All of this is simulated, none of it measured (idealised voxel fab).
Documented hereafter: the process module known as voxel wiring stack.
Cross-section cut: width 185 nm, square cells of 5 nm.
In what follows, cross-sections appear as grids of square cells, described through bands that run from the top down, where every band is one or more rows of cells. Look at the band entry: it leads with the top's height and the bottom's height in nm. Then it lists the materials left to right, with a width in nm for each. The word "everywhere" on a single material says that material fills the band edge to edge. The word "blank" is empty space. Heights are measured from 0, the level below which the as-received wafer is all one material; the lowest band has no bottom and continues downward, written as in "0..down". Think of "30->40" as a width that walks from the first number to the second as you go down the band, top row to bottom row, taking equal-sized steps from row to row. Given "nothing was modified" for a step, no cell of the cross-section differs between before and after that step. The entry "Internal closed voids" lists the empty spaces that cover at least 8 cells and have no open path to the top. Each is written as width x height at distance, where the distance is measured from the left edge and all three values are in nm. Where a step's line continues beyond its settings, the continuation is a remark by the simulator itself on that step. The setting "overlay nm" may be written on the line of a step. When the step uses a mask, the value reports how far to the right of the planned place the mask lay, and a negative value reports that it lay to the left.
THE PLANNED PROCESS STEPS ARE ENUMERATED HEREUNDER
1: RECEIVE | material Si
2: CONFORMAL_DEP | material SiO2 | thk nm 15
3: DIRECTIONAL_DEP | material TiN | thk nm 5
4: DIRECTIONAL_DEP | material W | thk nm 25
5: DIRECTIONAL_DEP | material aC | thk nm 10
6: PATTERN | tone cover | mask id METAL_1 | material resist | width nm 25 | pitch nm 55 | thk nm 30 | overlay nm 0
7: DIRECTIONAL_ETCH | etch materials aC | depth nm 10
8: STRIP | etch materials resist
9: DIRECTIONAL_ETCH | etch materials W | depth nm 25
10: DIRECTIONAL_ETCH | etch materials TiN | depth nm 5
11: STRIP | etch materials aC
12: CONFORMAL_DEP | material SiN | thk nm 5
13: FILL_DEP | material lowk | thk nm 5
14: CMP | height nm 45
15: CONFORMAL_DEP | material SiCN | thk nm 5
16: DIRECTIONAL_DEP | material lowk | thk nm 20
17: DIRECTIONAL_DEP | material aC | thk nm 10
18: PATTERN | tone open | mask id PLUG_1 | material resist | width nm 15 | pitch nm 110 | thk nm 25 | overlay nm 0
19: DIRECTIONAL_ETCH | etch materials aC | depth nm 10
20: STRIP | etch materials resist
21: DIRECTIONAL_ETCH | etch materials lowk | depth nm 20
22: DIRECTIONAL_ETCH | etch materials SiCN | depth nm 5
23: STRIP | etch materials aC
24: CONFORMAL_DEP | material TiN | thk nm 5
25: FILL_DEP | material W | thk nm 5
26: CMP | height nm 70
27: CONFORMAL_DEP | material SiN | thk nm 5
28: DIRECTIONAL_DEP | material lowk | thk nm 15
29: MASKED_ETCH | tone open | mask id METAL_2 | width nm 25 | pitch nm 55 | etch materials lowk | depth nm 15 | overlay nm 0
30: MASKED_ETCH | tone open | mask id METAL_2 | width nm 25 | pitch nm 55 | etch materials SiN | depth nm 5 | overlay nm 0
31: CONFORMAL_DEP | material TiN | thk nm 5
32: FILL_DEP | material Cu | thk nm 10
33: CMP | height nm 90
34: EPI | material Ru | thk nm 5
35: FILL_DEP | material SiCN | thk nm 5
36: DIRECTIONAL_DEP | material lowk | thk nm 10
37: PATTERN | tone open | mask id PLUG_2 | material resist | width nm 15 | pitch nm 55 | thk nm 15 | overlay nm 0
38: DIRECTIONAL_ETCH | etch materials lowk | depth nm 10
39: DIRECTIONAL_ETCH | etch materials SiCN | depth nm 5
40: STRIP | etch materials resist
41: CONFORMAL_DEP | material TiN | thk nm 5
42: FILL_DEP | material W | thk nm 10
43: CMP | height nm 110
44: CONFORMAL_DEP | material SiCN | thk nm 5
45: DIRECTIONAL_DEP | material lowk | thk nm 15
46: MASKED_ETCH | tone open | mask id METAL_3 | width nm 25 | pitch nm 55 | etch materials lowk | depth nm 15 | overlay nm 0
47: MASKED_ETCH | tone open | mask id METAL_3 | width nm 25 | pitch nm 55 | etch materials SiCN | depth nm 5 | overlay nm 0
48: CONFORMAL_DEP | material TiN | thk nm 5
49: FILL_DEP | material Ru | thk nm 10
50: CMP | height nm 130
51: EPI | material Ru | thk nm 5
52: FILL_DEP | material SiCN | thk nm 5
THE FOLLOWING PERTAINS TO THE FIRST OF TWO WAFERS, WHICH WAS PROCESSED AS PLANNED
CROSS-SECTIONAL VIEW OF THE WAFER IN ITS AS-RECEIVED CONDITION, CORRESPONDING TO THE STATE AFTER STEP 1
0..down = Si everywhere
Internal closed voids: none
CROSS-SECTION THROUGH THE WAFER, STEP 2 FINISHED
15..0 = SiO2 everywhere
Heights below 0 show no change.
CROSS-SECTION THROUGH THE WAFER, STEP 3 FINISHED
20..15 = TiN everywhere
Heights below 15 show no change.
CROSS-SECTION THROUGH THE WAFER, STEP 4 FINISHED
45..20 = W everywhere
Heights below 20 show no change.
CROSS-SECTION THROUGH THE WAFER, STEP 5 FINISHED
55..45 = aC everywhere
Heights below 45 show no change.
CROSS-SECTION THROUGH THE WAFER, STEP 6 FINISHED
85..55 = blank=25  resist=25  blank=30  resist=25  blank=30  resist=25  blank=25
Heights below 55 show no change.
CROSS-SECTION THROUGH THE WAFER, STEP 7 FINISHED
75..55 = blank=25  resist=25  blank=30  resist=25  blank=30  resist=25  blank=25
55..45 = blank=25  aC=25  blank=30  aC=25  blank=30  aC=25  blank=25
Heights below 45 show no change.
CROSS-SECTION THROUGH THE WAFER, STEP 8 FINISHED
55..45 = blank=25  aC=25  blank=30  aC=25  blank=30  aC=25  blank=25
Heights below 45 show no change.
CROSS-SECTION THROUGH THE WAFER, STEP 9 FINISHED
55..45 = blank=25  aC=25  blank=30  aC=25  blank=30  aC=25  blank=25
45..20 = blank=25  W=25  blank=30  W=25  blank=30  W=25  blank=25
Heights below 20 show no change.
CROSS-SECTION THROUGH THE WAFER, STEP 10 FINISHED
55..45 = blank=25  aC=25  blank=30  aC=25  blank=30  aC=25  blank=25
45..20 = blank=25  W=25  blank=30  W=25  blank=30  W=25  blank=25
20..15 = blank=25  TiN=25  blank=30  TiN=25  blank=30  TiN=25  blank=25
Heights below 15 show no change.
CROSS-SECTION THROUGH THE WAFER, STEP 11 FINISHED
45..20 = blank=25  W=25  blank=30  W=25  blank=30  W=25  blank=25
Heights below 20 show no change.
CROSS-SECTION THROUGH THE WAFER, STEP 12 FINISHED
50..45 = blank=20  SiN=35  blank=20  SiN=35  blank=20  SiN=35  blank=20
45..20 = blank=20  SiN=5  W=25  SiN=5  blank=20  SiN=5  W=25  SiN=5  blank=20  SiN=5  W=25  SiN=5  blank=20
20..15 = SiN=25  TiN=25  SiN=30  TiN=25  SiN=30  TiN=25  SiN=25
Heights below 15 show no change.
CROSS-SECTION THROUGH THE WAFER, STEP 13 FINISHED
55..50 = lowk everywhere
50..45 = lowk=20  SiN=35  lowk=20  SiN=35  lowk=20  SiN=35  lowk=20
45..20 = lowk=20  SiN=5  W=25  SiN=5  lowk=20  SiN=5  W=25  SiN=5  lowk=20  SiN=5  W=25  SiN=5  lowk=20
Heights below 20 show no change.
CROSS-SECTION THROUGH THE WAFER, STEP 14 FINISHED
45..20 = lowk=20  SiN=5  W=25  SiN=5  lowk=20  SiN=5  W=25  SiN=5  lowk=20  SiN=5  W=25  SiN=5  lowk=20
Heights below 20 show no change.
CROSS-SECTION THROUGH THE WAFER, STEP 15 FINISHED
50..45 = SiCN everywhere
Heights below 45 show no change.
CROSS-SECTION THROUGH THE WAFER, STEP 16 FINISHED
70..50 = lowk everywhere
Heights below 50 show no change.
CROSS-SECTION THROUGH THE WAFER, STEP 17 FINISHED
80..70 = aC everywhere
Heights below 70 show no change.
CROSS-SECTION THROUGH THE WAFER, STEP 18 FINISHED
105..80 = resist=25  blank=15  resist=95  blank=15  resist=35
Heights below 80 show no change.
CROSS-SECTION THROUGH THE WAFER, STEP 19 FINISHED
95..80 = resist=25  blank=15  resist=95  blank=15  resist=35
80..70 = aC=25  blank=15  aC=95  blank=15  aC=35
Heights below 70 show no change.
CROSS-SECTION THROUGH THE WAFER, STEP 20 FINISHED
80..70 = aC=25  blank=15  aC=95  blank=15  aC=35
Heights below 70 show no change.
CROSS-SECTION THROUGH THE WAFER, STEP 21 FINISHED
80..70 = aC=25  blank=15  aC=95  blank=15  aC=35
70..50 = lowk=25  blank=15  lowk=95  blank=15  lowk=35
Heights below 50 show no change.
CROSS-SECTION THROUGH THE WAFER, STEP 22 FINISHED
80..70 = aC=25  blank=15  aC=95  blank=15  aC=35
70..50 = lowk=25  blank=15  lowk=95  blank=15  lowk=35
50..45 = SiCN=25  blank=15  SiCN=95  blank=15  SiCN=35
Heights below 45 show no change.
CROSS-SECTION THROUGH THE WAFER, STEP 23 FINISHED
70..50 = lowk=25  blank=15  lowk=95  blank=15  lowk=35
Heights below 50 show no change.
CROSS-SECTION THROUGH THE WAFER, STEP 24 FINISHED
75..70 = TiN=30  blank=5  TiN=105  blank=5  TiN=40
70..50 = lowk=25  TiN=5  blank=5  TiN=5  lowk=95  TiN=5  blank=5  TiN=5  lowk=35
50..45 = SiCN=25  TiN=15  SiCN=95  TiN=15  SiCN=35
Heights below 45 show no change.
CROSS-SECTION THROUGH THE WAFER, STEP 25 FINISHED
80..75 = W everywhere
75..70 = TiN=30  W=5  TiN=105  W=5  TiN=40
70..50 = lowk=25  TiN=5  W=5  TiN=5  lowk=95  TiN=5  W=5  TiN=5  lowk=35
Heights below 50 show no change.
CROSS-SECTION THROUGH THE WAFER, STEP 26 FINISHED
70..50 = lowk=25  TiN=5  W=5  TiN=5  lowk=95  TiN=5  W=5  TiN=5  lowk=35
Heights below 50 show no change.
CROSS-SECTION THROUGH THE WAFER, STEP 27 FINISHED
75..70 = SiN everywhere
Heights below 70 show no change.
CROSS-SECTION THROUGH THE WAFER, STEP 28 FINISHED
90..75 = lowk everywhere
Heights below 75 show no change.
CROSS-SECTION THROUGH THE WAFER, STEP 29 FINISHED
90..75 = lowk=25  blank=25  lowk=30  blank=25  lowk=30  blank=25  lowk=25
Heights below 75 show no change.
CROSS-SECTION THROUGH THE WAFER, STEP 30 FINISHED
90..75 = lowk=25  blank=25  lowk=30  blank=25  lowk=30  blank=25  lowk=25
75..70 = SiN=25  blank=25  SiN=30  blank=25  SiN=30  blank=25  SiN=25
Heights below 70 show no change.
CROSS-SECTION THROUGH THE WAFER, STEP 31 FINISHED
95..90 = TiN=30  blank=15  TiN=40  blank=15  TiN=40  blank=15  TiN=30
90..75 = lowk=25  TiN=5  blank=15  TiN=5  lowk=30  TiN=5  blank=15  TiN=5  lowk=30  TiN=5  blank=15  TiN=5  lowk=25
75..70 = SiN=25  TiN=25  SiN=30  TiN=25  SiN=30  TiN=25  SiN=25
Heights below 70 show no change.
CROSS-SECTION THROUGH THE WAFER, STEP 32 FINISHED
105..95 = Cu everywhere
95..90 = TiN=30  Cu=15  TiN=40  Cu=15  TiN=40  Cu=15  TiN=30
90..75 = lowk=25  TiN=5  Cu=15  TiN=5  lowk=30  TiN=5  Cu=15  TiN=5  lowk=30  TiN=5  Cu=15  TiN=5  lowk=25
Heights below 75 show no change.
CROSS-SECTION THROUGH THE WAFER, STEP 33 FINISHED
90..75 = lowk=25  TiN=5  Cu=15  TiN=5  lowk=30  TiN=5  Cu=15  TiN=5  lowk=30  TiN=5  Cu=15  TiN=5  lowk=25
Heights below 75 show no change.
CROSS-SECTION THROUGH THE WAFER, STEP 34 FINISHED
95..90 = blank=20  Ru=35  blank=20  Ru=35  blank=20  Ru=35  blank=20
Heights below 90 show no change.
CROSS-SECTION THROUGH THE WAFER, STEP 35 FINISHED
100..95 = SiCN everywhere
95..90 = SiCN=20  Ru=35  SiCN=20  Ru=35  SiCN=20  Ru=35  SiCN=20
Heights below 90 show no change.
CROSS-SECTION THROUGH THE WAFER, STEP 36 FINISHED
110..100 = lowk everywhere
Heights below 100 show no change.
CROSS-SECTION THROUGH THE WAFER, STEP 37 FINISHED
125..110 = resist=25  blank=15  resist=40  blank=15  resist=40  blank=15  resist=35
Heights below 110 show no change.
CROSS-SECTION THROUGH THE WAFER, STEP 38 FINISHED
125..110 = resist=25  blank=15  resist=40  blank=15  resist=40  blank=15  resist=35
110..100 = lowk=25  blank=15  lowk=40  blank=15  lowk=40  blank=15  lowk=35
Heights below 100 show no change.
CROSS-SECTION THROUGH THE WAFER, STEP 39 FINISHED
125..110 = resist=25  blank=15  resist=40  blank=15  resist=40  blank=15  resist=35
110..100 = lowk=25  blank=15  lowk=40  blank=15  lowk=40  blank=15  lowk=35
100..95 = SiCN=25  blank=15  SiCN=40  blank=15  SiCN=40  blank=15  SiCN=35
Heights below 95 show no change.
CROSS-SECTION THROUGH THE WAFER, STEP 40 FINISHED
110..100 = lowk=25  blank=15  lowk=40  blank=15  lowk=40  blank=15  lowk=35
Heights below 100 show no change.
CROSS-SECTION THROUGH THE WAFER, STEP 41 FINISHED
115..110 = TiN=30  blank=5  TiN=50  blank=5  TiN=50  blank=5  TiN=40
110..100 = lowk=25  TiN=5  blank=5  TiN=5  lowk=40  TiN=5  blank=5  TiN=5  lowk=40  TiN=5  blank=5  TiN=5  lowk=35
100..95 = SiCN=25  TiN=15  SiCN=40  TiN=15  SiCN=40  TiN=15  SiCN=35
Heights below 95 show no change.
CROSS-SECTION THROUGH THE WAFER, STEP 42 FINISHED
125..115 = W everywhere
115..110 = TiN=30  W=5  TiN=50  W=5  TiN=50  W=5  TiN=40
110..100 = lowk=25  TiN=5  W=5  TiN=5  lowk=40  TiN=5  W=5  TiN=5  lowk=40  TiN=5  W=5  TiN=5  lowk=35
Heights below 100 show no change.
CROSS-SECTION THROUGH THE WAFER, STEP 43 FINISHED
110..100 = lowk=25  TiN=5  W=5  TiN=5  lowk=40  TiN=5  W=5  TiN=5  lowk=40  TiN=5  W=5  TiN=5  lowk=35
Heights below 100 show no change.
CROSS-SECTION THROUGH THE WAFER, STEP 44 FINISHED
115..110 = SiCN everywhere
Heights below 110 show no change.
CROSS-SECTION THROUGH THE WAFER, STEP 45 FINISHED
130..115 = lowk everywhere
Heights below 115 show no change.
CROSS-SECTION THROUGH THE WAFER, STEP 46 FINISHED
130..115 = lowk=25  blank=25  lowk=30  blank=25  lowk=30  blank=25  lowk=25
Heights below 115 show no change.
CROSS-SECTION THROUGH THE WAFER, STEP 47 FINISHED
130..115 = lowk=25  blank=25  lowk=30  blank=25  lowk=30  blank=25  lowk=25
115..110 = SiCN=25  blank=25  SiCN=30  blank=25  SiCN=30  blank=25  SiCN=25
Heights below 110 show no change.
CROSS-SECTION THROUGH THE WAFER, STEP 48 FINISHED
135..130 = TiN=30  blank=15  TiN=40  blank=15  TiN=40  blank=15  TiN=30
130..115 = lowk=25  TiN=5  blank=15  TiN=5  lowk=30  TiN=5  blank=15  TiN=5  lowk=30  TiN=5  blank=15  TiN=5  lowk=25
115..110 = SiCN=25  TiN=25  SiCN=30  TiN=25  SiCN=30  TiN=25  SiCN=25
Heights below 110 show no change.
CROSS-SECTION THROUGH THE WAFER, STEP 49 FINISHED
145..135 = Ru everywhere
135..130 = TiN=30  Ru=15  TiN=40  Ru=15  TiN=40  Ru=15  TiN=30
130..115 = lowk=25  TiN=5  Ru=15  TiN=5  lowk=30  TiN=5  Ru=15  TiN=5  lowk=30  TiN=5  Ru=15  TiN=5  lowk=25
Heights below 115 show no change.
CROSS-SECTION THROUGH THE WAFER, STEP 50 FINISHED
130..115 = lowk=25  TiN=5  Ru=15  TiN=5  lowk=30  TiN=5  Ru=15  TiN=5  lowk=30  TiN=5  Ru=15  TiN=5  lowk=25
Heights below 115 show no change.
CROSS-SECTION THROUGH THE WAFER, STEP 51 FINISHED
135..130 = blank=20  Ru=35  blank=20  Ru=35  blank=20  Ru=35  blank=20
Heights below 130 show no change.
CROSS-SECTION THROUGH THE WAFER, STEP 52 FINISHED
140..135 = SiCN everywhere
135..130 = SiCN=20  Ru=35  SiCN=20  Ru=35  SiCN=20  Ru=35  SiCN=20
Heights below 130 show no change.
WAFER TWO OF THE PAIR: SAME ORIGIN, SAME PLAN, ONE ERROR DURING THE RUN; IDENTICAL TO WAFER ONE UP TO AND INCLUDING STEP 14
CROSS-SECTION: SECOND WAFER, TIME AT WHICH STEP 15 WAS SCHEDULED TO END
50..45 = SiN everywhere
Heights below 45 show no change.
CROSS-SECTION: SECOND WAFER, TIME AT WHICH STEP 16 WAS SCHEDULED TO END
70..50 = lowk everywhere
Heights below 50 show no change.
CROSS-SECTION: SECOND WAFER, TIME AT WHICH STEP 17 WAS SCHEDULED TO END
80..70 = aC everywhere
Heights below 70 show no change.
CROSS-SECTION: SECOND WAFER, TIME AT WHICH STEP 18 WAS SCHEDULED TO END
105..80 = resist=25  blank=15  resist=95  blank=15  resist=35
Heights below 80 show no change.
CROSS-SECTION: SECOND WAFER, TIME AT WHICH STEP 19 WAS SCHEDULED TO END
95..80 = resist=25  blank=15  resist=95  blank=15  resist=35
80..70 = aC=25  blank=15  aC=95  blank=15  aC=35
Heights below 70 show no change.
CROSS-SECTION: SECOND WAFER, TIME AT WHICH STEP 20 WAS SCHEDULED TO END
80..70 = aC=25  blank=15  aC=95  blank=15  aC=35
Heights below 70 show no change.
CROSS-SECTION: SECOND WAFER, TIME AT WHICH STEP 21 WAS SCHEDULED TO END
80..70 = aC=25  blank=15  aC=95  blank=15  aC=35
70..50 = lowk=25  blank=15  lowk=95  blank=15  lowk=35
Heights below 50 show no change.
Cross-section: second wafer, time at which step 22 was scheduled to end: nothing was modified
CROSS-SECTION: SECOND WAFER, TIME AT WHICH STEP 23 WAS SCHEDULED TO END
70..50 = lowk=25  blank=15  lowk=95  blank=15  lowk=35
Heights below 50 show no change.
CROSS-SECTION: SECOND WAFER, TIME AT WHICH STEP 24 WAS SCHEDULED TO END
75..70 = TiN=30  blank=5  TiN=105  blank=5  TiN=40
70..55 = lowk=25  TiN=5  blank=5  TiN=5  lowk=95  TiN=5  blank=5  TiN=5  lowk=35
55..50 = lowk=25  TiN=15  lowk=95  TiN=15  lowk=35
Heights below 50 show no change.
CROSS-SECTION: SECOND WAFER, TIME AT WHICH STEP 25 WAS SCHEDULED TO END
80..75 = W everywhere
75..70 = TiN=30  W=5  TiN=105  W=5  TiN=40
70..55 = lowk=25  TiN=5  W=5  TiN=5  lowk=95  TiN=5  W=5  TiN=5  lowk=35
Heights below 55 show no change.
CROSS-SECTION: SECOND WAFER, TIME AT WHICH STEP 26 WAS SCHEDULED TO END
70..55 = lowk=25  TiN=5  W=5  TiN=5  lowk=95  TiN=5  W=5  TiN=5  lowk=35
Heights below 55 show no change.
CROSS-SECTION: SECOND WAFER, TIME AT WHICH STEP 27 WAS SCHEDULED TO END
75..70 = SiN everywhere
Heights below 70 show no change.
CROSS-SECTION: SECOND WAFER, TIME AT WHICH STEP 28 WAS SCHEDULED TO END
90..75 = lowk everywhere
Heights below 75 show no change.
CROSS-SECTION: SECOND WAFER, TIME AT WHICH STEP 29 WAS SCHEDULED TO END
90..75 = lowk=25  blank=25  lowk=30  blank=25  lowk=30  blank=25  lowk=25
Heights below 75 show no change.
CROSS-SECTION: SECOND WAFER, TIME AT WHICH STEP 30 WAS SCHEDULED TO END
90..75 = lowk=25  blank=25  lowk=30  blank=25  lowk=30  blank=25  lowk=25
75..70 = SiN=25  blank=25  SiN=30  blank=25  SiN=30  blank=25  SiN=25
Heights below 70 show no change.
CROSS-SECTION: SECOND WAFER, TIME AT WHICH STEP 31 WAS SCHEDULED TO END
95..90 = TiN=30  blank=15  TiN=40  blank=15  TiN=40  blank=15  TiN=30
90..75 = lowk=25  TiN=5  blank=15  TiN=5  lowk=30  TiN=5  blank=15  TiN=5  lowk=30  TiN=5  blank=15  TiN=5  lowk=25
75..70 = SiN=25  TiN=25  SiN=30  TiN=25  SiN=30  TiN=25  SiN=25
Heights below 70 show no change.
CROSS-SECTION: SECOND WAFER, TIME AT WHICH STEP 32 WAS SCHEDULED TO END
105..95 = Cu everywhere
95..90 = TiN=30  Cu=15  TiN=40  Cu=15  TiN=40  Cu=15  TiN=30
90..75 = lowk=25  TiN=5  Cu=15  TiN=5  lowk=30  TiN=5  Cu=15  TiN=5  lowk=30  TiN=5  Cu=15  TiN=5  lowk=25
Heights below 75 show no change.
CROSS-SECTION: SECOND WAFER, TIME AT WHICH STEP 33 WAS SCHEDULED TO END
90..75 = lowk=25  TiN=5  Cu=15  TiN=5  lowk=30  TiN=5  Cu=15  TiN=5  lowk=30  TiN=5  Cu=15  TiN=5  lowk=25
Heights below 75 show no change.
CROSS-SECTION: SECOND WAFER, TIME AT WHICH STEP 34 WAS SCHEDULED TO END
95..90 = blank=20  Ru=35  blank=20  Ru=35  blank=20  Ru=35  blank=20
Heights below 90 show no change.
CROSS-SECTION: SECOND WAFER, TIME AT WHICH STEP 35 WAS SCHEDULED TO END
100..95 = SiCN everywhere
95..90 = SiCN=20  Ru=35  SiCN=20  Ru=35  SiCN=20  Ru=35  SiCN=20
Heights below 90 show no change.
CROSS-SECTION: SECOND WAFER, TIME AT WHICH STEP 36 WAS SCHEDULED TO END
110..100 = lowk everywhere
Heights below 100 show no change.
CROSS-SECTION: SECOND WAFER, TIME AT WHICH STEP 37 WAS SCHEDULED TO END
125..110 = resist=25  blank=15  resist=40  blank=15  resist=40  blank=15  resist=35
Heights below 110 show no change.
CROSS-SECTION: SECOND WAFER, TIME AT WHICH STEP 38 WAS SCHEDULED TO END
125..110 = resist=25  blank=15  resist=40  blank=15  resist=40  blank=15  resist=35
110..100 = lowk=25  blank=15  lowk=40  blank=15  lowk=40  blank=15  lowk=35
Heights below 100 show no change.
CROSS-SECTION: SECOND WAFER, TIME AT WHICH STEP 39 WAS SCHEDULED TO END
125..110 = resist=25  blank=15  resist=40  blank=15  resist=40  blank=15  resist=35
110..100 = lowk=25  blank=15  lowk=40  blank=15  lowk=40  blank=15  lowk=35
100..95 = SiCN=25  blank=15  SiCN=40  blank=15  SiCN=40  blank=15  SiCN=35
Heights below 95 show no change.
CROSS-SECTION: SECOND WAFER, TIME AT WHICH STEP 40 WAS SCHEDULED TO END
110..100 = lowk=25  blank=15  lowk=40  blank=15  lowk=40  blank=15  lowk=35
Heights below 100 show no change.
CROSS-SECTION: SECOND WAFER, TIME AT WHICH STEP 41 WAS SCHEDULED TO END
115..110 = TiN=30  blank=5  TiN=50  blank=5  TiN=50  blank=5  TiN=40
110..100 = lowk=25  TiN=5  blank=5  TiN=5  lowk=40  TiN=5  blank=5  TiN=5  lowk=40  TiN=5  blank=5  TiN=5  lowk=35
100..95 = SiCN=25  TiN=15  SiCN=40  TiN=15  SiCN=40  TiN=15  SiCN=35
Heights below 95 show no change.
CROSS-SECTION: SECOND WAFER, TIME AT WHICH STEP 42 WAS SCHEDULED TO END
125..115 = W everywhere
115..110 = TiN=30  W=5  TiN=50  W=5  TiN=50  W=5  TiN=40
110..100 = lowk=25  TiN=5  W=5  TiN=5  lowk=40  TiN=5  W=5  TiN=5  lowk=40  TiN=5  W=5  TiN=5  lowk=35
Heights below 100 show no change.
CROSS-SECTION: SECOND WAFER, TIME AT WHICH STEP 43 WAS SCHEDULED TO END
110..100 = lowk=25  TiN=5  W=5  TiN=5  lowk=40  TiN=5  W=5  TiN=5  lowk=40  TiN=5  W=5  TiN=5  lowk=35
Heights below 100 show no change.
CROSS-SECTION: SECOND WAFER, TIME AT WHICH STEP 44 WAS SCHEDULED TO END
115..110 = SiCN everywhere
Heights below 110 show no change.
CROSS-SECTION: SECOND WAFER, TIME AT WHICH STEP 45 WAS SCHEDULED TO END
130..115 = lowk everywhere
Heights below 115 show no change.
CROSS-SECTION: SECOND WAFER, TIME AT WHICH STEP 46 WAS SCHEDULED TO END
130..115 = lowk=25  blank=25  lowk=30  blank=25  lowk=30  blank=25  lowk=25
Heights below 115 show no change.
CROSS-SECTION: SECOND WAFER, TIME AT WHICH STEP 47 WAS SCHEDULED TO END
130..115 = lowk=25  blank=25  lowk=30  blank=25  lowk=30  blank=25  lowk=25
115..110 = SiCN=25  blank=25  SiCN=30  blank=25  SiCN=30  blank=25  SiCN=25
Heights below 110 show no change.
CROSS-SECTION: SECOND WAFER, TIME AT WHICH STEP 48 WAS SCHEDULED TO END
135..130 = TiN=30  blank=15  TiN=40  blank=15  TiN=40  blank=15  TiN=30
130..115 = lowk=25  TiN=5  blank=15  TiN=5  lowk=30  TiN=5  blank=15  TiN=5  lowk=30  TiN=5  blank=15  TiN=5  lowk=25
115..110 = SiCN=25  TiN=25  SiCN=30  TiN=25  SiCN=30  TiN=25  SiCN=25
Heights below 110 show no change.
CROSS-SECTION: SECOND WAFER, TIME AT WHICH STEP 49 WAS SCHEDULED TO END
145..135 = Ru everywhere
135..130 = TiN=30  Ru=15  TiN=40  Ru=15  TiN=40  Ru=15  TiN=30
130..115 = lowk=25  TiN=5  Ru=15  TiN=5  lowk=30  TiN=5  Ru=15  TiN=5  lowk=30  TiN=5  Ru=15  TiN=5  lowk=25
Heights below 115 show no change.
CROSS-SECTION: SECOND WAFER, TIME AT WHICH STEP 50 WAS SCHEDULED TO END
130..115 = lowk=25  TiN=5  Ru=15  TiN=5  lowk=30  TiN=5  Ru=15  TiN=5  lowk=30  TiN=5  Ru=15  TiN=5  lowk=25
Heights below 115 show no change.
CROSS-SECTION: SECOND WAFER, TIME AT WHICH STEP 51 WAS SCHEDULED TO END
135..130 = blank=20  Ru=35  blank=20  Ru=35  blank=20  Ru=35  blank=20
Heights below 130 show no change.
CROSS-SECTION: SECOND WAFER, TIME AT WHICH STEP 52 WAS SCHEDULED TO END
140..135 = SiCN everywhere
135..130 = SiCN=20  Ru=35  SiCN=20  Ru=35  SiCN=20  Ru=35  SiCN=20
Heights below 130 show no change.
Plan not followed: step 15 was not run as planned; what actually ran was CONFORMAL_DEP | material SiN | thk nm 5
Final wafer comparison in cells, second versus first, more or fewer per material: SiCN -31 | SiN +37 | TiN -4 | W -2
